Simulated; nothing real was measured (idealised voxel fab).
The process module that follows is named voxel wiring stack.
FYI the section here is cut, 275 nm wide, cells are 5 nm squares.
Just so we're on the same page, the cross-sections are grids of square cells, and they're listed out in bands top to bottom, each band one or more rows deep. Band: top and bottom heights (nm) first, top before bottom; then materials from left to right, widths in nm. "edge to edge" marks a sole material filling the band edge to edge. "empty" denotes empty space. Height 0 is the level under which the wafer as received is all one material. The lowest band goes on downwards, as in "0 nm and below". When a width is written as two numbers, as in "30..40", the first number is the width in the top row of cells of the band and the second is the width in its bottom row, and the width changes by the same amount from each row to the next. Step note "remained the same" = no cross-section cell changed. Closed empty spaces (no open way to the top) of 8 cells or more are what "Closed void inventory" lists, each as width x height at distance from the left edge, nm for all three. Anything after a step's settings on that line? It's the simulator's own note about the step. Among the settings permitted on a step's line is "overlay nm"; applied to a step with a mask, it specifies the extent to which the mask lay to the right of its planned position, whereas a negative figure signifies a position to the left.
**Process steps (planned)**
- 1: RECEIVE: material Si
- 2: CONFORMAL_DEP: material SiO2, thk nm 10
- 3: DIRECTIONAL_DEP: material TiN, thk nm 5
- 4: DIRECTIONAL_DEP: material W, thk nm 15
- 5: DIRECTIONAL_DEP: material aC, thk nm 15
- 6: PATTERN: tone cover, mask id METAL_1, material resist, width nm 30, pitch nm 55, thk nm 30, overlay nm 0
- 7: DIRECTIONAL_ETCH: etch materials aC, depth nm 15
- 8: STRIP: etch materials resist
- 9: DIRECTIONAL_ETCH: etch materials W, depth nm 15
- 10: DIRECTIONAL_ETCH: etch materials TiN, depth nm 5
- 11: STRIP: etch materials aC
- 12: CONFORMAL_DEP: material SiCN, thk nm 5
- 13: FILL_DEP: material SiO2, thk nm 10
- 14: CMP: height nm 30
- 15: CONFORMAL_DEP: material SiCN, thk nm 5
- 16: DIRECTIONAL_DEP: material SiO2, thk nm 20
- 17: PATTERN: tone open, mask id PLUG_1, material resist, width nm 15, pitch nm 55, thk nm 20, overlay nm 0
- 18: DIRECTIONAL_ETCH: etch materials SiO2, depth nm 20
- 19: DIRECTIONAL_ETCH: etch materials SiCN, depth nm 5
- 20: STRIP: etch materials resist
- 21: EPI: material Ru, thk nm 10
- 22: EPI: material Ru, thk nm 10
- 23: EPI: material Ru, thk nm 5
- 24: DIRECTIONAL_DEP: material TiN, thk nm 5
- 25: DIRECTIONAL_DEP: material Ru, thk nm 25
- 26: DIRECTIONAL_DEP: material aC, thk nm 15
- 27: PATTERN: tone cover, mask id METAL_2, material resist, width nm 30, pitch nm 55, thk nm 35, overlay nm 0
- 28: DIRECTIONAL_ETCH: etch materials aC, depth nm 15
- 29: STRIP: etch materials resist
- 30: DIRECTIONAL_ETCH: etch materials Ru, depth nm 25
- 31: DIRECTIONAL_ETCH: etch materials TiN, depth nm 5
- 32: STRIP: etch materials aC
- 33: FILL_DEP: material lowk, thk nm 5
- 34: CMP: height nm 85
- 35: CONFORMAL_DEP: material SiCN, thk nm 5
- 36: DIRECTIONAL_DEP: material lowk, thk nm 20
- 37: PATTERN: tone open, mask id PLUG_2, material resist, width nm 15, pitch nm 110, thk nm 20, overlay nm 0
- 38: DIRECTIONAL_ETCH: etch materials lowk, depth nm 20
- 39: DIRECTIONAL_ETCH: etch materials SiCN, depth nm 5
- 40: STRIP: etch materials resist
- 41: CONFORMAL_DEP: material TiN, thk nm 5
- 42: FILL_DEP: material Ru, thk nm 10
- 43: CMP: height nm 110
- 44: DIRECTIONAL_DEP: material TiN, thk nm 5
- 45: DIRECTIONAL_DEP: material Ru, thk nm 15
- 46: PATTERN: tone cover, mask id METAL_3, material resist, width nm 30, pitch nm 55, thk nm 20, overlay nm 0
- 47: DIRECTIONAL_ETCH: etch materials Ru, depth nm 15
- 48: DIRECTIONAL_ETCH: etch materials TiN, depth nm 5
- 49: STRIP: etch materials resist
- 50: CONFORMAL_DEP: material SiN, thk nm 5
- 51: FILL_DEP: material lowk, thk nm 10
- 52: CMP: height nm 130
- 53: CONFORMAL_DEP: material SiCN, thk nm 5
- 54: DIRECTIONAL_DEP: material SiO2, thk nm 30
- 55: MASKED_ETCH: tone open, mask id METAL_4, width nm 30, pitch nm 55, etch materials SiO2, depth nm 20, overlay nm 0
- 56: MASKED_ETCH: tone open, mask id METAL_4_HOLES, width nm 15, pitch nm 55, etch materials SiO2, depth nm 10, overlay nm 0
- 57: MASKED_ETCH: tone open, mask id METAL_4_HOLES, width nm 15, pitch nm 55, etch materials SiCN, depth nm 5, overlay nm 0
- 58: CONFORMAL_DEP: material TiN, thk nm 5
- 59: FILL_DEP: material Cu, thk nm 5
- 60: CMP: height nm 165
- 61: CONFORMAL_DEP: material SiCN, thk nm 5
**First out of two wafers; run went to plan**
**as received, after step 1**
  0 nm and below = Si edge to edge
  Closed void inventory: none
**Cross-sectional representation of the wafer at the conclusion of step 2**
  10 nm to 0 nm = SiO2 edge to edge
  Anything lower than 0 is untouched.
**Cross-sectional representation of the wafer at the conclusion of step 3**
  15 nm to 10 nm = TiN edge to edge
  Anything lower than 10 is untouched.
**Cross-sectional representation of the wafer at the conclusion of step 4**
  30 nm to 15 nm = W edge to edge
  Anything lower than 15 is untouched.
**Cross-sectional representation of the wafer at the conclusion of step 5**
  45 nm to 30 nm = aC edge to edge
  Anything lower than 30 is untouched.
**Cross-sectional representation of the wafer at the conclusion of step 6**
  75 nm to 45 nm = empty (65), then resist (30), then empty (25), then resist (30), then empty (25), then resist (30), then empty (70)
  Anything lower than 45 is untouched.
**Cross-sectional representation of the wafer at the conclusion of step 7**
  60 nm to 45 nm = empty (65), then resist (30), then empty (25), then resist (30), then empty (25), then resist (30), then empty (70)
  45 nm to 30 nm = empty (65), then aC (30), then empty (25), then aC (30), then empty (25), then aC (30), then empty (70)
  Anything lower than 30 is untouched.
**Cross-sectional representation of the wafer at the conclusion of step 8**
  45 nm to 30 nm = empty (65), then aC (30), then empty (25), then aC (30), then empty (25), then aC (30), then empty (70)
  Anything lower than 30 is untouched.
**Cross-sectional representation of the wafer at the conclusion of step 9**
  45 nm to 30 nm = empty (65), then aC (30), then empty (25), then aC (30), then empty (25), then aC (30), then empty (70)
  30 nm to 15 nm = empty (65), then W (30), then empty (25), then W (30), then empty (25), then W (30), then empty (70)
  Anything lower than 15 is untouched.
**Cross-sectional representation of the wafer at the conclusion of step 10**
  45 nm to 30 nm = empty (65), then aC (30), then empty (25), then aC (30), then empty (25), then aC (30), then empty (70)
  30 nm to 15 nm = empty (65), then W (30), then empty (25), then W (30), then empty (25), then W (30), then empty (70)
  15 nm to 10 nm = empty (65), then TiN (30), then empty (25), then TiN (30), then empty (25), then TiN (30), then empty (70)
  Anything lower than 10 is untouched.
**Cross-sectional representation of the wafer at the conclusion of step 11**
  30 nm to 15 nm = empty (65), then W (30), then empty (25), then W (30), then empty (25), then W (30), then empty (70)
  Anything lower than 15 is untouched.
**Cross-sectional representation of the wafer at the conclusion of step 12**
  35 nm to 30 nm = empty (60), then SiCN (40), then empty (15), then SiCN (40), then empty (15), then SiCN (40), then empty (65)
  30 nm to 15 nm = empty (60), then SiCN (5), then W (30), then SiCN (5), then empty (15), then SiCN (5), then W (30), then SiCN (5), then empty (15), then SiCN (5), then W (30), then SiCN (5), then empty (65)
  15 nm to 10 nm = SiCN (65), then TiN (30), then SiCN (25), then TiN (30), then SiCN (25), then TiN (30), then SiCN (70)
  Anything lower than 10 is untouched.
**Cross-sectional representation of the wafer at the conclusion of step 13**
  45 nm to 35 nm = SiO2 edge to edge
  35 nm to 30 nm = SiO2 (60), then SiCN (40), then SiO2 (15), then SiCN (40), then SiO2 (15), then SiCN (40), then SiO2 (65)
  30 nm to 15 nm = SiO2 (60), then SiCN (5), then W (30), then SiCN (5), then SiO2 (15), then SiCN (5), then W (30), then SiCN (5), then SiO2 (15), then SiCN (5), then W (30), then SiCN (5), then SiO2 (65)
  Anything lower than 15 is untouched.
**Cross-sectional representation of the wafer at the conclusion of step 14**
  30 nm to 15 nm = SiO2 (60), then SiCN (5), then W (30), then SiCN (5), then SiO2 (15), then SiCN (5), then W (30), then SiCN (5), then SiO2 (15), then SiCN (5), then W (30), then SiCN (5), then SiO2 (65)
  Anything lower than 15 is untouched.
**Cross-sectional representation of the wafer at the conclusion of step 15**
  35 nm to 30 nm = SiCN edge to edge
  Anything lower than 30 is untouched.
**Cross-sectional representation of the wafer at the conclusion of step 16**
  55 nm to 35 nm = SiO2 edge to edge
  Anything lower than 35 is untouched.
**Cross-sectional representation of the wafer at the conclusion of step 17**
  75 nm to 55 nm = resist (65), then empty (15), then resist (40), then empty (15), then resist (40), then empty (15), then resist (85)
  Anything lower than 55 is untouched.
**Cross-sectional representation of the wafer at the conclusion of step 18**
  75 nm to 55 nm = resist (65), then empty (15), then resist (40), then empty (15), then resist (40), then empty (15), then resist (85)
  55 nm to 35 nm = SiO2 (65), then empty (15), then SiO2 (40), then empty (15), then SiO2 (40), then empty (15), then SiO2 (85)
  Anything lower than 35 is untouched.
**Cross-sectional representation of the wafer at the conclusion of step 19**
  75 nm to 55 nm = resist (65), then empty (15), then resist (40), then empty (15), then resist (40), then empty (15), then resist (85)
  55 nm to 35 nm = SiO2 (65), then empty (15), then SiO2 (40), then empty (15), then SiO2 (40), then empty (15), then SiO2 (85)
  35 nm to 30 nm = SiCN (65), then empty (15), then SiCN (40), then empty (15), then SiCN (40), then empty (15), then SiCN (85)
  Anything lower than 30 is untouched.
**Cross-sectional representation of the wafer at the conclusion of step 20**
  55 nm to 35 nm = SiO2 (65), then empty (15), then SiO2 (40), then empty (15), then SiO2 (40), then empty (15), then SiO2 (85)
  Anything lower than 35 is untouched.
**Cross-sectional representation of the wafer at the conclusion of step 21**
  55 nm to 40 nm = SiO2 (65), then empty (15), then SiO2 (40), then empty (15), then SiO2 (40), then empty (15), then SiO2 (85)
  40 nm to 35 nm = SiO2 (65), then Ru (15), then SiO2 (40), then Ru (15), then SiO2 (40), then Ru (15), then SiO2 (85)
  35 nm to 30 nm = SiCN (65), then Ru (15), then SiCN (40), then Ru (15), then SiCN (40), then Ru (15), then SiCN (85)
  Anything lower than 30 is untouched.
**Cross-sectional representation of the wafer at the conclusion of step 22**
  55 nm to 50 nm = SiO2 (65), then empty (15), then SiO2 (40), then empty (15), then SiO2 (40), then empty (15), then SiO2 (85)
  50 nm to 35 nm = SiO2 (65), then Ru (15), then SiO2 (40), then Ru (15), then SiO2 (40), then Ru (15), then SiO2 (85)
  Anything lower than 35 is untouched.
**Cross-sectional representation of the wafer at the conclusion of step 23**
  55 nm to 35 nm = SiO2 (65), then Ru (15), then SiO2 (40), then Ru (15), then SiO2 (40), then Ru (15), then SiO2 (85)
  Anything lower than 35 is untouched.
**Cross-sectional representation of the wafer at the conclusion of step 24**
  60 nm to 55 nm = TiN edge to edge
  Anything lower than 55 is untouched.
**Cross-sectional representation of the wafer at the conclusion of step 25**
  85 nm to 60 nm = Ru edge to edge
  Anything lower than 60 is untouched.
**Cross-sectional representation of the wafer at the conclusion of step 26**
  100 nm to 85 nm = aC edge to edge
  Anything lower than 85 is untouched.
**Cross-sectional representation of the wafer at the conclusion of step 27**
  135 nm to 100 nm = empty (65), then resist (30), then empty (25), then resist (30), then empty (25), then resist (30), then empty (70)
  Anything lower than 100 is untouched.
**Cross-sectional representation of the wafer at the conclusion of step 28**
  120 nm to 100 nm = empty (65), then resist (30), then empty (25), then resist (30), then empty (25), then resist (30), then empty (70)
  100 nm to 85 nm = empty (65), then aC (30), then empty (25), then aC (30), then empty (25), then aC (30), then empty (70)
  Anything lower than 85 is untouched.
**Cross-sectional representation of the wafer at the conclusion of step 29**
  100 nm to 85 nm = empty (65), then aC (30), then empty (25), then aC (30), then empty (25), then aC (30), then empty (70)
  Anything lower than 85 is untouched.
**Cross-sectional representation of the wafer at the conclusion of step 30**
  100 nm to 85 nm = empty (65), then aC (30), then empty (25), then aC (30), then empty (25), then aC (30), then empty (70)
  85 nm to 60 nm = empty (65), then Ru (30), then empty (25), then Ru (30), then empty (25), then Ru (30), then empty (70)
  Anything lower than 60 is untouched.
**Cross-sectional representation of the wafer at the conclusion of step 31**
  100 nm to 85 nm = empty (65), then aC (30), then empty (25), then aC (30), then empty (25), then aC (30), then empty (70)
  85 nm to 60 nm = empty (65), then Ru (30), then empty (25), then Ru (30), then empty (25), then Ru (30), then empty (70)
  60 nm to 55 nm = empty (65), then TiN (30), then empty (25), then TiN (30), then empty (25), then TiN (30), then empty (70)
  Anything lower than 55 is untouched.
**Cross-sectional representation of the wafer at the conclusion of step 32**
  85 nm to 60 nm = empty (65), then Ru (30), then empty (25), then Ru (30), then empty (25), then Ru (30), then empty (70)
  Anything lower than 60 is untouched.
**Cross-sectional representation of the wafer at the conclusion of step 33**
  90 nm to 85 nm = lowk edge to edge
  85 nm to 60 nm = lowk (65), then Ru (30), then lowk (25), then Ru (30), then lowk (25), then Ru (30), then lowk (70)
  60 nm to 55 nm = lowk (65), then TiN (30), then lowk (25), then TiN (30), then lowk (25), then TiN (30), then lowk (70)
  Anything lower than 55 is untouched.
**Cross-sectional representation of the wafer at the conclusion of step 34**
  85 nm to 60 nm = lowk (65), then Ru (30), then lowk (25), then Ru (30), then lowk (25), then Ru (30), then lowk (70)
  Anything lower than 60 is untouched.
**Cross-sectional representation of the wafer at the conclusion of step 35**
  90 nm to 85 nm = SiCN edge to edge
  Anything lower than 85 is untouched.
**Cross-sectional representation of the wafer at the conclusion of step 36**
  110 nm to 90 nm = lowk edge to edge
  Anything lower than 90 is untouched.
**Cross-sectional representation of the wafer at the conclusion of step 37**
  130 nm to 110 nm = resist (65), then empty (15), then resist (95), then empty (15), then resist (85)
  Anything lower than 110 is untouched.
**Cross-sectional representation of the wafer at the conclusion of step 38**
  130 nm to 110 nm = resist (65), then empty (15), then resist (95), then empty (15), then resist (85)
  110 nm to 90 nm = lowk (65), then empty (15), then lowk (95), then empty (15), then lowk (85)
  Anything lower than 90 is untouched.
**Cross-sectional representation of the wafer at the conclusion of step 39**
  130 nm to 110 nm = resist (65), then empty (15), then resist (95), then empty (15), then resist (85)
  110 nm to 90 nm = lowk (65), then empty (15), then lowk (95), then empty (15), then lowk (85)
  90 nm to 85 nm = SiCN (65), then empty (15), then SiCN (95), then empty (15), then SiCN (85)
  Anything lower than 85 is untouched.
**Cross-sectional representation of the wafer at the conclusion of step 40**
  110 nm to 90 nm = lowk (65), then empty (15), then lowk (95), then empty (15), then lowk (85)
  Anything lower than 90 is untouched.
**Cross-sectional representation of the wafer at the conclusion of step 41**
  115 nm to 110 nm = TiN (70), then empty (5), then TiN (105), then empty (5), then TiN (90)
  110 nm to 90 nm = lowk (65), then TiN (5), then empty (5), then TiN (5), then lowk (95), then TiN (5), then empty (5), then TiN (5), then lowk (85)
  90 nm to 85 nm = SiCN (65), then TiN (15), then SiCN (95), then TiN (15), then SiCN (85)
  Anything lower than 85 is untouched.
**Cross-sectional representation of the wafer at the conclusion of step 42**
  125 nm to 115 nm = Ru edge to edge
  115 nm to 110 nm = TiN (70), then Ru (5), then TiN (105), then Ru (5), then TiN (90)
  110 nm to 90 nm = lowk (65), then TiN (5), then Ru (5), then TiN (5), then lowk (95), then TiN (5), then Ru (5), then TiN (5), then lowk (85)
  Anything lower than 90 is untouched.
**Cross-sectional representation of the wafer at the conclusion of step 43**
  110 nm to 90 nm = lowk (65), then TiN (5), then Ru (5), then TiN (5), then lowk (95), then TiN (5), then Ru (5), then TiN (5), then lowk (85)
  Anything lower than 90 is untouched.
**Cross-sectional representation of the wafer at the conclusion of step 44**
  115 nm to 110 nm = TiN edge to edge
  Anything lower than 110 is untouched.
**Cross-sectional representation of the wafer at the conclusion of step 45**
  130 nm to 115 nm = Ru edge to edge
  Anything lower than 115 is untouched.
**Cross-sectional representation of the wafer at the conclusion of step 46**
  150 nm to 130 nm = empty (65), then resist (30), then empty (25), then resist (30), then empty (25), then resist (30), then empty (70)
  Anything lower than 130 is untouched.
**Cross-sectional representation of the wafer at the conclusion of step 47**
  150 nm to 130 nm = empty (65), then resist (30), then empty (25), then resist (30), then empty (25), then resist (30), then empty (70)
  130 nm to 115 nm = empty (65), then Ru (30), then empty (25), then Ru (30), then empty (25), then Ru (30), then empty (70)
  Anything lower than 115 is untouched.
**Cross-sectional representation of the wafer at the conclusion of step 48**
  150 nm to 130 nm = empty (65), then resist (30), then empty (25), then resist (30), then empty (25), then resist (30), then empty (70)
  130 nm to 115 nm = empty (65), then Ru (30), then empty (25), then Ru (30), then empty (25), then Ru (30), then empty (70)
  115 nm to 110 nm = empty (65), then TiN (30), then empty (25), then TiN (30), then empty (25), then TiN (30), then empty (70)
  Anything lower than 110 is untouched.
**Cross-sectional representation of the wafer at the conclusion of step 49**
  130 nm to 115 nm = empty (65), then Ru (30), then empty (25), then Ru (30), then empty (25), then Ru (30), then empty (70)
  Anything lower than 115 is untouched.
**Cross-sectional representation of the wafer at the conclusion of step 50**
  135 nm to 130 nm = empty (60), then SiN (40), then empty (15), then SiN (40), then empty (15), then SiN (40), then empty (65)
  130 nm to 115 nm = empty (60), then SiN (5), then Ru (30), then SiN (5), then empty (15), then SiN (5), then Ru (30), then SiN (5), then empty (15), then SiN (5), then Ru (30), then SiN (5), then empty (65)
  115 nm to 110 nm = SiN (65), then TiN (30), then SiN (25), then TiN (30), then SiN (25), then TiN (30), then SiN (70)
  Anything lower than 110 is untouched.
**Cross-sectional representation of the wafer at the conclusion of step 51**
  145 nm to 135 nm = lowk edge to edge
  135 nm to 130 nm = lowk (60), then SiN (40), then lowk (15), then SiN (40), then lowk (15), then SiN (40), then lowk (65)
  130 nm to 115 nm = lowk (60), then SiN (5), then Ru (30), then SiN (5), then lowk (15), then SiN (5), then Ru (30), then SiN (5), then lowk (15), then SiN (5), then Ru (30), then SiN (5), then lowk (65)
  Anything lower than 115 is untouched.
**Cross-sectional representation of the wafer at the conclusion of step 52**
  130 nm to 115 nm = lowk (60), then SiN (5), then Ru (30), then SiN (5), then lowk (15), then SiN (5), then Ru (30), then SiN (5), then lowk (15), then SiN (5), then Ru (30), then SiN (5), then lowk (65)
  Anything lower than 115 is untouched.
**Cross-sectional representation of the wafer at the conclusion of step 53**
  135 nm to 130 nm = SiCN edge to edge
  Anything lower than 130 is untouched.
**Cross-sectional representation of the wafer at the conclusion of step 54**
  165 nm to 135 nm = SiO2 edge to edge
  Anything lower than 135 is untouched.
**Cross-sectional representation of the wafer at the conclusion of step 55**
  165 nm to 145 nm = SiO2 (65), then empty (30), then SiO2 (25), then empty (30), then SiO2 (25), then empty (30), then SiO2 (70)
  Anything lower than 145 is untouched.
**Cross-sectional representation of the wafer at the conclusion of step 56**
  165 nm to 145 nm = SiO2 (65), then empty (30), then SiO2 (25), then empty (30), then SiO2 (25), then empty (30), then SiO2 (70)
  145 nm to 135 nm = SiO2 (65), then empty (15), then SiO2 (40), then empty (15), then SiO2 (40), then empty (15), then SiO2 (85)
  Anything lower than 135 is untouched.
**Cross-sectional representation of the wafer at the conclusion of step 57**
  165 nm to 145 nm = SiO2 (65), then empty (30), then SiO2 (25), then empty (30), then SiO2 (25), then empty (30), then SiO2 (70)
  145 nm to 135 nm = SiO2 (65), then empty (15), then SiO2 (40), then empty (15), then SiO2 (40), then empty (15), then SiO2 (85)
  135 nm to 130 nm = SiCN (65), then empty (15), then SiCN (40), then empty (15), then SiCN (40), then empty (15), then SiCN (85)
  Anything lower than 130 is untouched.
**Cross-sectional representation of the wafer at the conclusion of step 58**
  170 nm to 165 nm = TiN (70), then empty (20), then TiN (35), then empty (20), then TiN (35), then empty (20), then TiN (75)
  165 nm to 150 nm = SiO2 (65), then TiN (5), then empty (20), then TiN (5), then SiO2 (25), then TiN (5), then empty (20), then TiN (5), then SiO2 (25), then TiN (5), then empty (20), then TiN (5), then SiO2 (70)
  150 nm to 145 nm = SiO2 (65), then TiN (5), then empty (5), then TiN (20), then SiO2 (25), then TiN (5), then empty (5), then TiN (20), then SiO2 (25), then TiN (5), then empty (5), then TiN (20), then SiO2 (70)
  145 nm to 135 nm = SiO2 (65), then TiN (5), then empty (5), then TiN (5), then SiO2 (40), then TiN (5), then empty (5), then TiN (5), then SiO2 (40), then TiN (5), then empty (5), then TiN (5), then SiO2 (85)
  135 nm to 130 nm = SiCN (65), then TiN (15), then SiCN (40), then TiN (15), then SiCN (40), then TiN (15), then SiCN (85)
  Anything lower than 130 is untouched.
**Cross-sectional representation of the wafer at the conclusion of step 59**
  175 nm to 170 nm = Cu edge to edge
  170 nm to 165 nm = TiN (70), then Cu (20), then TiN (35), then Cu (20), then TiN (35), then Cu (20), then TiN (75)
  165 nm to 150 nm = SiO2 (65), then TiN (5), then Cu (20), then TiN (5), then SiO2 (25), then TiN (5), then Cu (20), then TiN (5), then SiO2 (25), then TiN (5), then Cu (20), then TiN (5), then SiO2 (70)
  150 nm to 145 nm = SiO2 (65), then TiN (5), then Cu (5), then TiN (20), then SiO2 (25), then TiN (5), then Cu (5), then TiN (20), then SiO2 (25), then TiN (5), then Cu (5), then TiN (20), then SiO2 (70)
  145 nm to 135 nm = SiO2 (65), then TiN (5), then Cu (5), then TiN (5), then SiO2 (40), then TiN (5), then Cu (5), then TiN (5), then SiO2 (40), then TiN (5), then Cu (5), then TiN (5), then SiO2 (85)
  Anything lower than 135 is untouched.
**Cross-sectional representation of the wafer at the conclusion of step 60**
  165 nm to 150 nm = SiO2 (65), then TiN (5), then Cu (20), then TiN (5), then SiO2 (25), then TiN (5), then Cu (20), then TiN (5), then SiO2 (25), then TiN (5), then Cu (20), then TiN (5), then SiO2 (70)
  Anything lower than 150 is untouched.
**Cross-sectional representation of the wafer at the conclusion of step 61**
  170 nm to 165 nm = SiCN edge to edge
  Anything lower than 165 is untouched.
**Wafer two. Same start, same plan, one slip in execution. Same as wafer one through step 45, inclusive**
**Second wafer, section view, time point: scheduled end of step 46**
  150 nm to 130 nm = empty (70), then resist (25), then empty (30), then resist (25), then empty (30), then resist (25), then empty (70)
  Anything lower than 130 is untouched.
**Second wafer, section view, time point: scheduled end of step 47**
  150 nm to 130 nm = empty (70), then resist (25), then empty (30), then resist (25), then empty (30), then resist (25), then empty (70)
  130 nm to 115 nm = empty (70), then Ru (25), then empty (30), then Ru (25), then empty (30), then Ru (25), then empty (70)
  Anything lower than 115 is untouched.
**Second wafer, section view, time point: scheduled end of step 48**
  150 nm to 130 nm = empty (70), then resist (25), then empty (30), then resist (25), then empty (30), then resist (25), then empty (70)
  130 nm to 115 nm = empty (70), then Ru (25), then empty (30), then Ru (25), then empty (30), then Ru (25), then empty (70)
  115 nm to 110 nm = empty (70), then TiN (25), then empty (30), then TiN (25), then empty (30), then TiN (25), then empty (70)
  Anything lower than 110 is untouched.
**Second wafer, section view, time point: scheduled end of step 49**
  130 nm to 115 nm = empty (70), then Ru (25), then empty (30), then Ru (25), then empty (30), then Ru (25), then empty (70)
  Anything lower than 115 is untouched.
**Second wafer, section view, time point: scheduled end of step 50**
  135 nm to 130 nm = empty (65), then SiN (35), then empty (20), then SiN (35), then empty (20), then SiN (35), then empty (65)
  130 nm to 115 nm = empty (65), then SiN (5), then Ru (25), then SiN (5), then empty (20), then SiN (5), then Ru (25), then SiN (5), then empty (20), then SiN (5), then Ru (25), then SiN (5), then empty (65)
  115 nm to 110 nm = SiN (70), then TiN (25), then SiN (30), then TiN (25), then SiN (30), then TiN (25), then SiN (70)
  Anything lower than 110 is untouched.
**Second wafer, section view, time point: scheduled end of step 51**
  145 nm to 135 nm = lowk edge to edge
  135 nm to 130 nm = lowk (65), then SiN (35), then lowk (20), then SiN (35), then lowk (20), then SiN (35), then lowk (65)
  130 nm to 115 nm = lowk (65), then SiN (5), then Ru (25), then SiN (5), then lowk (20), then SiN (5), then Ru (25), then SiN (5), then lowk (20), then SiN (5), then Ru (25), then SiN (5), then lowk (65)
  Anything lower than 115 is untouched.
**Second wafer, section view, time point: scheduled end of step 52**
  130 nm to 115 nm = lowk (65), then SiN (5), then Ru (25), then SiN (5), then lowk (20), then SiN (5), then Ru (25), then SiN (5), then lowk (20), then SiN (5), then Ru (25), then SiN (5), then lowk (65)
  Anything lower than 115 is untouched.
**Second wafer, section view, time point: scheduled end of step 53**
  135 nm to 130 nm = SiCN edge to edge
  Anything lower than 130 is untouched.
**Second wafer, section view, time point: scheduled end of step 54**
  165 nm to 135 nm = SiO2 edge to edge
  Anything lower than 135 is untouched.
**Second wafer, section view, time point: scheduled end of step 55**
  165 nm to 145 nm = SiO2 (65), then empty (30), then SiO2 (25), then empty (30), then SiO2 (25), then empty (30), then SiO2 (70)
  Anything lower than 145 is untouched.
**Second wafer, section view, time point: scheduled end of step 56**
  165 nm to 145 nm = SiO2 (65), then empty (30), then SiO2 (25), then empty (30), then SiO2 (25), then empty (30), then SiO2 (70)
  145 nm to 135 nm = SiO2 (65), then empty (15), then SiO2 (40), then empty (15), then SiO2 (40), then empty (15), then SiO2 (85)
  Anything lower than 135 is untouched.
**Second wafer, section view, time point: scheduled end of step 57**
  165 nm to 145 nm = SiO2 (65), then empty (30), then SiO2 (25), then empty (30), then SiO2 (25), then empty (30), then SiO2 (70)
  145 nm to 135 nm = SiO2 (65), then empty (15), then SiO2 (40), then empty (15), then SiO2 (40), then empty (15), then SiO2 (85)
  135 nm to 130 nm = SiCN (65), then empty (15), then SiCN (40), then empty (15), then SiCN (40), then empty (15), then SiCN (85)
  Anything lower than 130 is untouched.
**Second wafer, section view, time point: scheduled end of step 58**
  170 nm to 165 nm = TiN (70), then empty (20), then TiN (35), then empty (20), then TiN (35), then empty (20), then TiN (75)
  165 nm to 150 nm = SiO2 (65), then TiN (5), then empty (20), then TiN (5), then SiO2 (25), then TiN (5), then empty (20), then TiN (5), then SiO2 (25), then TiN (5), then empty (20), then TiN (5), then SiO2 (70)
  150 nm to 145 nm = SiO2 (65), then TiN (5), then empty (5), then TiN (20), then SiO2 (25), then TiN (5), then empty (5), then TiN (20), then SiO2 (25), then TiN (5), then empty (5), then TiN (20), then SiO2 (70)
  145 nm to 135 nm = SiO2 (65), then TiN (5), then empty (5), then TiN (5), then SiO2 (40), then TiN (5), then empty (5), then TiN (5), then SiO2 (40), then TiN (5), then empty (5), then TiN (5), then SiO2 (85)
  135 nm to 130 nm = SiCN (65), then TiN (15), then SiCN (40), then TiN (15), then SiCN (40), then TiN (15), then SiCN (85)
  Anything lower than 130 is untouched.
**Second wafer, section view, time point: scheduled end of step 59**
  175 nm to 170 nm = Cu edge to edge
  170 nm to 165 nm = TiN (70), then Cu (20), then TiN (35), then Cu (20), then TiN (35), then Cu (20), then TiN (75)
  165 nm to 150 nm = SiO2 (65), then TiN (5), then Cu (20), then TiN (5), then SiO2 (25), then TiN (5), then Cu (20), then TiN (5), then SiO2 (25), then TiN (5), then Cu (20), then TiN (5), then SiO2 (70)
  150 nm to 145 nm = SiO2 (65), then TiN (5), then Cu (5), then TiN (20), then SiO2 (25), then TiN (5), then Cu (5), then TiN (20), then SiO2 (25), then TiN (5), then Cu (5), then TiN (20), then SiO2 (70)
  145 nm to 135 nm = SiO2 (65), then TiN (5), then Cu (5), then TiN (5), then SiO2 (40), then TiN (5), then Cu (5), then TiN (5), then SiO2 (40), then TiN (5), then Cu (5), then TiN (5), then SiO2 (85)
  Anything lower than 135 is untouched.
**Second wafer, section view, time point: scheduled end of step 60**
  165 nm to 150 nm = SiO2 (65), then TiN (5), then Cu (20), then TiN (5), then SiO2 (25), then TiN (5), then Cu (20), then TiN (5), then SiO2 (25), then TiN (5), then Cu (20), then TiN (5), then SiO2 (70)
  Anything lower than 150 is untouched.
**Second wafer, section view, time point: scheduled end of step 61**
  170 nm to 165 nm = SiCN edge to edge
  Anything lower than 165 is untouched.
What broke from the plan during processing? step 46, actual vs plan mismatch, actual run PATTERN: tone cover, mask id METAL_3, material resist, width nm 25, pitch nm 55, thk nm 20, overlay nm 0
Per the end-of-run cell counts, the second wafer holds more or fewer of some materials than the first: -9 Ru; +3 SiN; -3 TiN; +9 lowk
